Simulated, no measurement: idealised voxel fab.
Process module, titled voxel transistor to metal
Xsec cut, 145 nm wide, square cell size 5 nm.
Square cells in a grid make up a cross-section in this document, and the grid is given as bands, listed from the top down, each one or more rows of cells. In this notation a band is specified by the heights of its top and bottom, in that order and in nm, after which its materials appear from left to right, each paired with its width in nm. The word "all across" attached to a single material means that material fills the band from edge to edge; the word "air" stands for empty space. Height datum 0, below which the as-received substrate wafer is one material. Lowest band open at the bottom, running downward: "0..down". You'd read "30 to 40" like this: the band's top row of cells is as wide as the first number, its bottom row is as wide as the second, and going down, every row changes width by the same amount as the row before did. Step note "stayed the same" = no cross-section cell changed. "Sealed cavities": empty spaces of 8 cells or more with no open way to the top, each given as width x height at distance, distance from the left edge, all in nm. Where a step's line continues beyond its settings, the continuation is a remark by the simulator itself on that step. overlay nm: right-of-plan distance of the mask on a masked step; negative values mean left-of-plan.

LIST OF PLANNED PROCESS STEPS
| 1 | op RECEIVE | material Si |
| 2 | op CONFORMAL_DEP | material SiO2 | thk nm 5 |
| 3 | op CONFORMAL_DEP | material SiN | thk nm 10 |
| 4 | op MASKED_ETCH | tone cover | mask id ACTIVE | width nm 95 | etch materials SiN | depth nm 10 | overlay nm 0 |
| 5 | op MASKED_ETCH | tone cover | mask id ACTIVE | width nm 95 | etch materials SiO2 | depth nm 5 | overlay nm 0 |
| 6 | op MASKED_ETCH | tone cover | mask id ACTIVE | width nm 95 | etch materials Si | depth nm 35 | overlay nm 0 |
| 7 | op OXIDIZE | depth nm 5 |
| 8 | op FILL_DEP | material SiO2 | thk nm 15 |
| 9 | op CMP | height nm 15 |
| 10 | op SELECTIVE_ETCH | etch materials SiO2 | depth nm 10 |
| 11 | op STRIP | etch materials SiN |
| 12 | op SELECTIVE_ETCH | etch materials SiO2 | depth nm 5 |
| 13 | op OXIDIZE | depth nm 5 |
| 14 | op DIRECTIONAL_DEP | material polySi | thk nm 30 |
| 15 | op DIRECTIONAL_DEP | material SiCN | thk nm 10 |
| 16 | op MASKED_ETCH | tone cover | mask id GATE | width nm 25 | etch materials SiCN | depth nm 20 | overlay nm 0 |
| 17 | op MASKED_ETCH | tone cover | mask id GATE | width nm 25 | etch materials polySi | depth nm 40 | overlay nm 0 |
| 18 | op CONFORMAL_DEP | material SiN | thk nm 5 |
| 19 | op DIRECTIONAL_ETCH | etch materials SiN | depth nm 5 |
| 20 | op DIRECTIONAL_ETCH | etch materials SiO2 | depth nm 5 |
| 21 | op EPI | material SiGe | thk nm 5 |
| 22 | op FILL_DEP | material SiO2 | thk nm 5 |
| 23 | op CMP | height nm 40 |
| 24 | op DIRECTIONAL_DEP | material SiO2 | thk nm 10 |
| 25 | op PATTERN | tone open | mask id CONTACT | material resist | width nm 15 | pitch nm 70 | thk nm 20 | overlay nm 0 |
| 26 | op DIRECTIONAL_ETCH | etch materials SiO2 | depth nm 50 |
| 27 | op STRIP | etch materials resist |
| 28 | op CONFORMAL_DEP | material TiN | thk nm 5 |
| 29 | op FILL_DEP | material W | thk nm 10 |
| 30 | op CMP | height nm 50 |
| 31 | op CONFORMAL_DEP | material SiCN | thk nm 5 |
| 32 | op DIRECTIONAL_DEP | material lowk | thk nm 25 |
| 33 | op DIRECTIONAL_DEP | material aC | thk nm 15 |
| 34 | op PATTERN | tone open | mask id METAL_1 | material resist | width nm 15 | pitch nm 70 | thk nm 30 | overlay nm 0 |
| 35 | op DIRECTIONAL_ETCH | etch materials aC | depth nm 15 |
| 36 | op STRIP | etch materials resist |
| 37 | op DIRECTIONAL_ETCH | etch materials lowk | depth nm 25 |
| 38 | op DIRECTIONAL_ETCH | etch materials SiCN | depth nm 5 |
| 39 | op STRIP | etch materials aC |
| 40 | op CONFORMAL_DEP | material TiN | thk nm 5 |
| 41 | op FILL_DEP | material Ru | thk nm 10 |
| 42 | op CMP | height nm 80 |
| 43 | op CONFORMAL_DEP | material SiCN | thk nm 5 |
| 44 | op DIRECTIONAL_DEP | material lowk | thk nm 35 |
| 45 | op PATTERN | tone open | mask id METAL_2 | material resist | width nm 15 | pitch nm 70 | thk nm 15 | overlay nm 0 |
| 46 | op DIRECTIONAL_ETCH | etch materials lowk | depth nm 20 |
| 47 | op STRIP | etch materials resist |
| 48 | op MASKED_ETCH | tone open | mask id METAL_2_HOLES | width nm 15 | pitch nm 70 | etch materials lowk | depth nm 15 | overlay nm 0 |
| 49 | op MASKED_ETCH | tone open | mask id METAL_2_HOLES | width nm 15 | pitch nm 70 | etch materials SiCN | depth nm 5 | overlay nm 0 |
| 50 | op CONFORMAL_DEP | material TiN | thk nm 5 |
| 51 | op FILL_DEP | material Ru | thk nm 10 |
| 52 | op CMP | height nm 120 |
| 53 | op CONFORMAL_DEP | material SiN | thk nm 5 |

FIRST OF TWO WAFERS - AS PLANNED

AS RECEIVED, AFTER STEP 1
  0..down: Si all across
  Sealed cavities: none

PRESENTED HERE IS A CROSS-SECTION OF THE WAFER AFTER STEP 2 HAS BEEN PERFORMED
  5..0: SiO2 all across
  Everything under 0 stays put, no change at all.

PRESENTED HERE IS A CROSS-SECTION OF THE WAFER AFTER STEP 3 HAS BEEN PERFORMED
  15..5: SiN all across
  Everything under 5 stays put, no change at all.

PRESENTED HERE IS A CROSS-SECTION OF THE WAFER AFTER STEP 4 HAS BEEN PERFORMED
  15..5: air 25 nm  SiN 95 nm  air 25 nm
  Everything under 5 stays put, no change at all.

PRESENTED HERE IS A CROSS-SECTION OF THE WAFER AFTER STEP 5 HAS BEEN PERFORMED
  15..5: air 25 nm  SiN 95 nm  air 25 nm
  5..0: air 25 nm  SiO2 95 nm  air 25 nm
  Everything under 0 stays put, no change at all.

PRESENTED HERE IS A CROSS-SECTION OF THE WAFER AFTER STEP 6 HAS BEEN PERFORMED
  15..5: air 25 nm  SiN 95 nm  air 25 nm
  5..0: air 25 nm  SiO2 95 nm  air 25 nm
  0..-35: air 25 nm  Si 95 nm  air 25 nm
  Everything under -35 stays put, no change at all.

PRESENTED HERE IS A CROSS-SECTION OF THE WAFER AFTER STEP 7 HAS BEEN PERFORMED
  15..5: air 25 nm  SiN 95 nm  air 25 nm
  5..0: air 25 nm  SiO2 95 nm  air 25 nm
  0..-35: air 25 nm  SiO2 5 nm  Si 85 nm  SiO2 5 nm  air 25 nm
  -35..-40: SiO2 30 nm  Si 85 nm  SiO2 30 nm
  Everything under -40 stays put, no change at all.

PRESENTED HERE IS A CROSS-SECTION OF THE WAFER AFTER STEP 8 HAS BEEN PERFORMED
  30..15: SiO2 all across
  15..5: SiO2 25 nm  SiN 95 nm  SiO2 25 nm
  5..0: SiO2 all across
  0..-40: SiO2 30 nm  Si 85 nm  SiO2 30 nm
  Everything under -40 stays put, no change at all.

PRESENTED HERE IS A CROSS-SECTION OF THE WAFER AFTER STEP 9 HAS BEEN PERFORMED
  15..5: SiO2 25 nm  SiN 95 nm  SiO2 25 nm
  Everything under 5 stays put, no change at all.

PRESENTED HERE IS A CROSS-SECTION OF THE WAFER AFTER STEP 10 HAS BEEN PERFORMED
  15..5: air 25 nm  SiN 95 nm  air 25 nm
  Everything under 5 stays put, no change at all.

PRESENTED HERE IS A CROSS-SECTION OF THE WAFER AFTER STEP 11 HAS BEEN PERFORMED
  5..0: SiO2 all across
  Everything under 0 stays put, no change at all.

PRESENTED HERE IS A CROSS-SECTION OF THE WAFER AFTER STEP 12 HAS BEEN PERFORMED
  0..-40: SiO2 30 nm  Si 85 nm  SiO2 30 nm
  Everything under -40 stays put, no change at all.

PRESENTED HERE IS A CROSS-SECTION OF THE WAFER AFTER STEP 13 HAS BEEN PERFORMED
  0..-5: SiO2 all across
  Everything under -5 stays put, no change at all.

PRESENTED HERE IS A CROSS-SECTION OF THE WAFER AFTER STEP 14 HAS BEEN PERFORMED
  30..0: polySi all across
  Everything under 0 stays put, no change at all.

PRESENTED HERE IS A CROSS-SECTION OF THE WAFER AFTER STEP 15 HAS BEEN PERFORMED
  40..30: SiCN all across
  Everything under 30 stays put, no change at all.

PRESENTED HERE IS A CROSS-SECTION OF THE WAFER AFTER STEP 16 HAS BEEN PERFORMED
  40..30: air 60 nm  SiCN 25 nm  air 60 nm
  Everything under 30 stays put, no change at all.

PRESENTED HERE IS A CROSS-SECTION OF THE WAFER AFTER STEP 17 HAS BEEN PERFORMED
  40..30: air 60 nm  SiCN 25 nm  air 60 nm
  30..0: air 60 nm  polySi 25 nm  air 60 nm
  Everything under 0 stays put, no change at all.

PRESENTED HERE IS A CROSS-SECTION OF THE WAFER AFTER STEP 18 HAS BEEN PERFORMED
  45..40: air 55 nm  SiN 35 nm  air 55 nm
  40..30: air 55 nm  SiN 5 nm  SiCN 25 nm  SiN 5 nm  air 55 nm
  30..5: air 55 nm  SiN 5 nm  polySi 25 nm  SiN 5 nm  air 55 nm
  5..0: SiN 60 nm  polySi 25 nm  SiN 60 nm
  Everything under 0 stays put, no change at all.

PRESENTED HERE IS A CROSS-SECTION OF THE WAFER AFTER STEP 19 HAS BEEN PERFORMED
  40..30: air 55 nm  SiN 5 nm  SiCN 25 nm  SiN 5 nm  air 55 nm
  30..0: air 55 nm  SiN 5 nm  polySi 25 nm  SiN 5 nm  air 55 nm
  Everything under 0 stays put, no change at all.

PRESENTED HERE IS A CROSS-SECTION OF THE WAFER AFTER STEP 20 HAS BEEN PERFORMED
  40..30: air 55 nm  SiN 5 nm  SiCN 25 nm  SiN 5 nm  air 55 nm
  30..0: air 55 nm  SiN 5 nm  polySi 25 nm  SiN 5 nm  air 55 nm
  0..-5: air 55 nm  SiO2 35 nm  air 55 nm
  Everything under -5 stays put, no change at all.

PRESENTED HERE IS A CROSS-SECTION OF THE WAFER AFTER STEP 21 HAS BEEN PERFORMED
  40..30: air 55 nm  SiN 5 nm  SiCN 25 nm  SiN 5 nm  air 55 nm
  30..0: air 55 nm  SiN 5 nm  polySi 25 nm  SiN 5 nm  air 55 nm
  0..-5: air 25 nm  SiGe 30 nm  SiO2 35 nm  SiGe 30 nm  air 25 nm
  Everything under -5 stays put, no change at all.

PRESENTED HERE IS A CROSS-SECTION OF THE WAFER AFTER STEP 22 HAS BEEN PERFORMED
  45..40: SiO2 all across
  40..30: SiO2 55 nm  SiN 5 nm  SiCN 25 nm  SiN 5 nm  SiO2 55 nm
  30..0: SiO2 55 nm  SiN 5 nm  polySi 25 nm  SiN 5 nm  SiO2 55 nm
  0..-5: SiO2 25 nm  SiGe 30 nm  SiO2 35 nm  SiGe 30 nm  SiO2 25 nm
  Everything under -5 stays put, no change at all.

PRESENTED HERE IS A CROSS-SECTION OF THE WAFER AFTER STEP 23 HAS BEEN PERFORMED
  40..30: SiO2 55 nm  SiN 5 nm  SiCN 25 nm  SiN 5 nm  SiO2 55 nm
  Everything under 30 stays put, no change at all.

PRESENTED HERE IS A CROSS-SECTION OF THE WAFER AFTER STEP 24 HAS BEEN PERFORMED
  50..40: SiO2 all across
  Everything under 40 stays put, no change at all.

PRESENTED HERE IS A CROSS-SECTION OF THE WAFER AFTER STEP 25 HAS BEEN PERFORMED
  70..50: resist 30 nm  air 15 nm  resist 55 nm  air 15 nm  resist 30 nm
  Everything under 50 stays put, no change at all.

PRESENTED HERE IS A CROSS-SECTION OF THE WAFER AFTER STEP 26 HAS BEEN PERFORMED
  70..50: resist 30 nm  air 15 nm  resist 55 nm  air 15 nm  resist 30 nm
  50..40: SiO2 30 nm  air 15 nm  SiO2 55 nm  air 15 nm  SiO2 30 nm
  40..30: SiO2 30 nm  air 15 nm  SiO2 10 nm  SiN 5 nm  SiCN 25 nm  SiN 5 nm  SiO2 10 nm  air 15 nm  SiO2 30 nm
  30..0: SiO2 30 nm  air 15 nm  SiO2 10 nm  SiN 5 nm  polySi 25 nm  SiN 5 nm  SiO2 10 nm  air 15 nm  SiO2 30 nm
  Everything under 0 stays put, no change at all.

PRESENTED HERE IS A CROSS-SECTION OF THE WAFER AFTER STEP 27 HAS BEEN PERFORMED
  50..40: SiO2 30 nm  air 15 nm  SiO2 55 nm  air 15 nm  SiO2 30 nm
  Everything under 40 stays put, no change at all.

PRESENTED HERE IS A CROSS-SECTION OF THE WAFER AFTER STEP 28 HAS BEEN PERFORMED
  55..50: TiN 35 nm  air 5 nm  TiN 65 nm  air 5 nm  TiN 35 nm
  50..40: SiO2 30 nm  TiN 5 nm  air 5 nm  TiN 5 nm  SiO2 55 nm  TiN 5 nm  air 5 nm  TiN 5 nm  SiO2 30 nm
  40..30: SiO2 30 nm  TiN 5 nm  air 5 nm  TiN 5 nm  SiO2 10 nm  SiN 5 nm  SiCN 25 nm  SiN 5 nm  SiO2 10 nm  TiN 5 nm  air 5 nm  TiN 5 nm  SiO2 30 nm
  30..5: SiO2 30 nm  TiN 5 nm  air 5 nm  TiN 5 nm  SiO2 10 nm  SiN 5 nm  polySi 25 nm  SiN 5 nm  SiO2 10 nm  TiN 5 nm  air 5 nm  TiN 5 nm  SiO2 30 nm
  5..0: SiO2 30 nm  TiN 15 nm  SiO2 10 nm  SiN 5 nm  polySi 25 nm  SiN 5 nm  SiO2 10 nm  TiN 15 nm  SiO2 30 nm
  Everything under 0 stays put, no change at all.

PRESENTED HERE IS A CROSS-SECTION OF THE WAFER AFTER STEP 29 HAS BEEN PERFORMED
  65..55: W all across
  55..50: TiN 35 nm  W 5 nm  TiN 65 nm  W 5 nm  TiN 35 nm
  50..40: SiO2 30 nm  TiN 5 nm  W 5 nm  TiN 5 nm  SiO2 55 nm  TiN 5 nm  W 5 nm  TiN 5 nm  SiO2 30 nm
  40..30: SiO2 30 nm  TiN 5 nm  W 5 nm  TiN 5 nm  SiO2 10 nm  SiN 5 nm  SiCN 25 nm  SiN 5 nm  SiO2 10 nm  TiN 5 nm  W 5 nm  TiN 5 nm  SiO2 30 nm
  30..5: SiO2 30 nm  TiN 5 nm  W 5 nm  TiN 5 nm  SiO2 10 nm  SiN 5 nm  polySi 25 nm  SiN 5 nm  SiO2 10 nm  TiN 5 nm  W 5 nm  TiN 5 nm  SiO2 30 nm
  Everything under 5 stays put, no change at all.

PRESENTED HERE IS A CROSS-SECTION OF THE WAFER AFTER STEP 30 HAS BEEN PERFORMED
  50..40: SiO2 30 nm  TiN 5 nm  W 5 nm  TiN 5 nm  SiO2 55 nm  TiN 5 nm  W 5 nm  TiN 5 nm  SiO2 30 nm
  Everything under 40 stays put, no change at all.

PRESENTED HERE IS A CROSS-SECTION OF THE WAFER AFTER STEP 31 HAS BEEN PERFORMED
  55..50: SiCN all across
  Everything under 50 stays put, no change at all.

PRESENTED HERE IS A CROSS-SECTION OF THE WAFER AFTER STEP 32 HAS BEEN PERFORMED
  80..55: lowk all across
  Everything under 55 stays put, no change at all.

PRESENTED HERE IS A CROSS-SECTION OF THE WAFER AFTER STEP 33 HAS BEEN PERFORMED
  95..80: aC all across
  Everything under 80 stays put, no change at all.

PRESENTED HERE IS A CROSS-SECTION OF THE WAFER AFTER STEP 34 HAS BEEN PERFORMED
  125..95: resist 30 nm  air 15 nm  resist 55 nm  air 15 nm  resist 30 nm
  Everything under 95 stays put, no change at all.

PRESENTED HERE IS A CROSS-SECTION OF THE WAFER AFTER STEP 35 HAS BEEN PERFORMED
  110..95: resist 30 nm  air 15 nm  resist 55 nm  air 15 nm  resist 30 nm
  95..80: aC 30 nm  air 15 nm  aC 55 nm  air 15 nm  aC 30 nm
  Everything under 80 stays put, no change at all.

PRESENTED HERE IS A CROSS-SECTION OF THE WAFER AFTER STEP 36 HAS BEEN PERFORMED
  95..80: aC 30 nm  air 15 nm  aC 55 nm  air 15 nm  aC 30 nm
  Everything under 80 stays put, no change at all.

PRESENTED HERE IS A CROSS-SECTION OF THE WAFER AFTER STEP 37 HAS BEEN PERFORMED
  95..80: aC 30 nm  air 15 nm  aC 55 nm  air 15 nm  aC 30 nm
  80..55: lowk 30 nm  air 15 nm  lowk 55 nm  air 15 nm  lowk 30 nm
  Everything under 55 stays put, no change at all.

PRESENTED HERE IS A CROSS-SECTION OF THE WAFER AFTER STEP 38 HAS BEEN PERFORMED
  95..80: aC 30 nm  air 15 nm  aC 55 nm  air 15 nm  aC 30 nm
  80..55: lowk 30 nm  air 15 nm  lowk 55 nm  air 15 nm  lowk 30 nm
  55..50: SiCN 30 nm  air 15 nm  SiCN 55 nm  air 15 nm  SiCN 30 nm
  Everything under 50 stays put, no change at all.

PRESENTED HERE IS A CROSS-SECTION OF THE WAFER AFTER STEP 39 HAS BEEN PERFORMED
  80..55: lowk 30 nm  air 15 nm  lowk 55 nm  air 15 nm  lowk 30 nm
  Everything under 55 stays put, no change at all.

PRESENTED HERE IS A CROSS-SECTION OF THE WAFER AFTER STEP 40 HAS BEEN PERFORMED
  85..80: TiN 35 nm  air 5 nm  TiN 65 nm  air 5 nm  TiN 35 nm
  80..55: lowk 30 nm  TiN 5 nm  air 5 nm  TiN 5 nm  lowk 55 nm  TiN 5 nm  air 5 nm  TiN 5 nm  lowk 30 nm
  55..50: SiCN 30 nm  TiN 15 nm  SiCN 55 nm  TiN 15 nm  SiCN 30 nm
  Everything under 50 stays put, no change at all.

PRESENTED HERE IS A CROSS-SECTION OF THE WAFER AFTER STEP 41 HAS BEEN PERFORMED
  95..85: Ru all across
  85..80: TiN 35 nm  Ru 5 nm  TiN 65 nm  Ru 5 nm  TiN 35 nm
  80..55: lowk 30 nm  TiN 5 nm  Ru 5 nm  TiN 5 nm  lowk 55 nm  TiN 5 nm  Ru 5 nm  TiN 5 nm  lowk 30 nm
  Everything under 55 stays put, no change at all.

PRESENTED HERE IS A CROSS-SECTION OF THE WAFER AFTER STEP 42 HAS BEEN PERFORMED
  80..55: lowk 30 nm  TiN 5 nm  Ru 5 nm  TiN 5 nm  lowk 55 nm  TiN 5 nm  Ru 5 nm  TiN 5 nm  lowk 30 nm
  Everything under 55 stays put, no change at all.

PRESENTED HERE IS A CROSS-SECTION OF THE WAFER AFTER STEP 43 HAS BEEN PERFORMED
  85..80: SiCN all across
  Everything under 80 stays put, no change at all.

PRESENTED HERE IS A CROSS-SECTION OF THE WAFER AFTER STEP 44 HAS BEEN PERFORMED
  120..85: lowk all across
  Everything under 85 stays put, no change at all.

PRESENTED HERE IS A CROSS-SECTION OF THE WAFER AFTER STEP 45 HAS BEEN PERFORMED
  135..120: resist 30 nm  air 15 nm  resist 55 nm  air 15 nm  resist 30 nm
  Everything under 120 stays put, no change at all.

PRESENTED HERE IS A CROSS-SECTION OF THE WAFER AFTER STEP 46 HAS BEEN PERFORMED
  135..120: resist 30 nm  air 15 nm  resist 55 nm  air 15 nm  resist 30 nm
  120..100: lowk 30 nm  air 15 nm  lowk 55 nm  air 15 nm  lowk 30 nm
  Everything under 100 stays put, no change at all.

PRESENTED HERE IS A CROSS-SECTION OF THE WAFER AFTER STEP 47 HAS BEEN PERFORMED
  120..100: lowk 30 nm  air 15 nm  lowk 55 nm  air 15 nm  lowk 30 nm
  Everything under 100 stays put, no change at all.

PRESENTED HERE IS A CROSS-SECTION OF THE WAFER AFTER STEP 48 HAS BEEN PERFORMED
  120..85: lowk 30 nm  air 15 nm  lowk 55 nm  air 15 nm  lowk 30 nm
  Everything under 85 stays put, no change at all.

PRESENTED HERE IS A CROSS-SECTION OF THE WAFER AFTER STEP 49 HAS BEEN PERFORMED
  120..85: lowk 30 nm  air 15 nm  lowk 55 nm  air 15 nm  lowk 30 nm
  85..80: SiCN 30 nm  air 15 nm  SiCN 55 nm  air 15 nm  SiCN 30 nm
  Everything under 80 stays put, no change at all.

PRESENTED HERE IS A CROSS-SECTION OF THE WAFER AFTER STEP 50 HAS BEEN PERFORMED
  125..120: TiN 35 nm  air 5 nm  TiN 65 nm  air 5 nm  TiN 35 nm
  120..85: lowk 30 nm  TiN 5 nm  air 5 nm  TiN 5 nm  lowk 55 nm  TiN 5 nm  air 5 nm  TiN 5 nm  lowk 30 nm
  85..80: SiCN 30 nm  TiN 15 nm  SiCN 55 nm  TiN 15 nm  SiCN 30 nm
  Everything under 80 stays put, no change at all.

PRESENTED HERE IS A CROSS-SECTION OF THE WAFER AFTER STEP 51 HAS BEEN PERFORMED
  135..125: Ru all across
  125..120: TiN 35 nm  Ru 5 nm  TiN 65 nm  Ru 5 nm  TiN 35 nm
  120..85: lowk 30 nm  TiN 5 nm  Ru 5 nm  TiN 5 nm  lowk 55 nm  TiN 5 nm  Ru 5 nm  TiN 5 nm  lowk 30 nm
  Everything under 85 stays put, no change at all.

PRESENTED HERE IS A CROSS-SECTION OF THE WAFER AFTER STEP 52 HAS BEEN PERFORMED
  120..85: lowk 30 nm  TiN 5 nm  Ru 5 nm  TiN 5 nm  lowk 55 nm  TiN 5 nm  Ru 5 nm  TiN 5 nm  lowk 30 nm
  Everything under 85 stays put, no change at all.

PRESENTED HERE IS A CROSS-SECTION OF THE WAFER AFTER STEP 53 HAS BEEN PERFORMED
  125..120: SiN all across
  Everything under 120 stays put, no change at all.

NOTES, SECOND WAFER: START = FIRST WAFER'S, PLAN = FIRST WAFER'S, EXECUTION HAD ONE MISTAKE; HISTORY IDENTICAL TO FIRST THROUGH STEP 42

SECOND WAFER, CUT VIEW, END OF STEP 43 PER PLAN
  115..80: lowk all across
  Everything under 80 stays put, no change at all.

SECOND WAFER, CUT VIEW, END OF STEP 44 PER PLAN
  120..115: SiCN all across
  Everything under 115 stays put, no change at all.

SECOND WAFER, CUT VIEW, END OF STEP 45 PER PLAN
  135..120: resist 30 nm  air 15 nm  resist 55 nm  air 15 nm  resist 30 nm
  Everything under 120 stays put, no change at all.

Second wafer, cut view, end of step 46 per plan: stayed the same

SECOND WAFER, CUT VIEW, END OF STEP 47 PER PLAN
  120..115: SiCN all across
  Everything under 115 stays put, no change at all.

Second wafer, cut view, end of step 48 per plan: stayed the same

SECOND WAFER, CUT VIEW, END OF STEP 49 PER PLAN
  120..115: SiCN 30 nm  air 15 nm  SiCN 55 nm  air 15 nm  SiCN 30 nm
  Everything under 115 stays put, no change at all.

SECOND WAFER, CUT VIEW, END OF STEP 50 PER PLAN
  125..120: TiN 35 nm  air 5 nm  TiN 65 nm  air 5 nm  TiN 35 nm
  120..115: SiCN 30 nm  TiN 15 nm  SiCN 55 nm  TiN 15 nm  SiCN 30 nm
  Everything under 115 stays put, no change at all.

SECOND WAFER, CUT VIEW, END OF STEP 51 PER PLAN
  135..125: Ru all across
  125..120: TiN 35 nm  Ru 5 nm  TiN 65 nm  Ru 5 nm  TiN 35 nm
  Everything under 120 stays put, no change at all.

SECOND WAFER, CUT VIEW, END OF STEP 52 PER PLAN
  120..115: SiCN 30 nm  TiN 15 nm  SiCN 55 nm  TiN 15 nm  SiCN 30 nm
  Everything under 115 stays put, no change at all.

SECOND WAFER, CUT VIEW, END OF STEP 53 PER PLAN
  125..120: SiN all across
  Everything under 120 stays put, no change at all.
Processing error: plan vs actual: 43 and 44 interchanged
At the finish, the second wafer shows more or fewer cells for some materials than the first does: Ru -14, TiN -28, lowk +42
